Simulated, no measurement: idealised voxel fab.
The process module that follows is named voxel fin reveal.
Shown is cross-section cut, with a width of 245 nm and square cells of size 5 nm.
Just so we're on the same page, the cross-sections are grids of square cells, and they're listed out in bands top to bottom, each band one or more rows deep. This entry defines a band. It first specifies the height of the band's top and the height of its bottom in nm, and then specifies the band's materials from left to right, stating each material with its width in nm. The word "full width" identifies a single material that fills the band from edge to edge, while the word "empty" identifies empty space. Heights are expressed relative to 0, this being the level below which the as-received wafer comprises one material exclusively. The lowest band is unbounded in the downward direction and is denoted as in "0 and below". Think of "30 to 40" as a width that walks from the first number to the second as you go down the band, top row to bottom row, taking equal-sized steps from row to row. Given "nothing altered" for a step, no cell of the cross-section differs between before and after that step. What "Fully sealed cavities" gives you is every empty space of 8 cells or more that is cut off from the top. Each appears as width x height at distance, with the distance taken from the left edge and width, height and distance all in nm. On each step's line, the part that comes after the settings is the simulator's own comment on the step. For masked steps, "overlay nm" on the step line gives how far right of plan the mask actually lay; a minus sign means it lay to the left.

THE PROCESS STEPS THAT WERE PLANNED ARE LISTED BELOW
1) RECEIVE (material Si)
2) CONFORMAL_DEP (material SiN; thk nm 10)
3) MASKED_ETCH (tone cover; mask id FINS; width nm 15; pitch nm 40; etch materials SiN; depth nm 10; overlay nm 0)
4) MASKED_ETCH (tone cover; mask id FINS; width nm 15; pitch nm 40; etch materials Si; depth nm 35; overlay nm 0)
5) OXIDIZE (depth nm 5)
6) FILL_DEP (material SiO2; thk nm 15)
7) CMP (height nm 10)
8) SELECTIVE_ETCH (etch materials SiO2; depth nm 30)
9) STRIP (etch materials SiN)

WAFER AT RECEIPT (POST STEP 1), CROSS-SECTION
    0 and below | Si full width
    Fully sealed cavities: none

END-OF-MODULE CROSS-SECTION OF THE FIRST OF TWO WAFERS, PROCESSED AS PLANNED
    0 down to -20 | empty 100  Si 5  empty 35  Si 5  empty 100
    -20 down to -40 | SiO2 100  Si 5  SiO2 35  Si 5  SiO2 100
    -40 and below | Si full width
    Fully sealed cavities: none

CROSS-SECTIONAL VIEW: SECOND OF TWO WAFERS, END OF MODULE; START AND PLAN IDENTICAL TO THE FIRST, ONE MISTAKE IN RUNNING
    0 down to -20 | empty 100  Si 5  empty 35  Si 5  empty 100
    -20 down to -30 | SiO2 65  empty 35  Si 5  empty 35  Si 5  empty 35  SiO2 65
    -30 down to -40 | SiO2 100  Si 5  SiO2 35  Si 5  SiO2 100
    -40 and below | Si full width
    Fully sealed cavities: none
Want to know what went wrong? mixed up steps 8 and 9 - ran each in the other's place
at the end the second wafer has, in cells: SiO2 -42
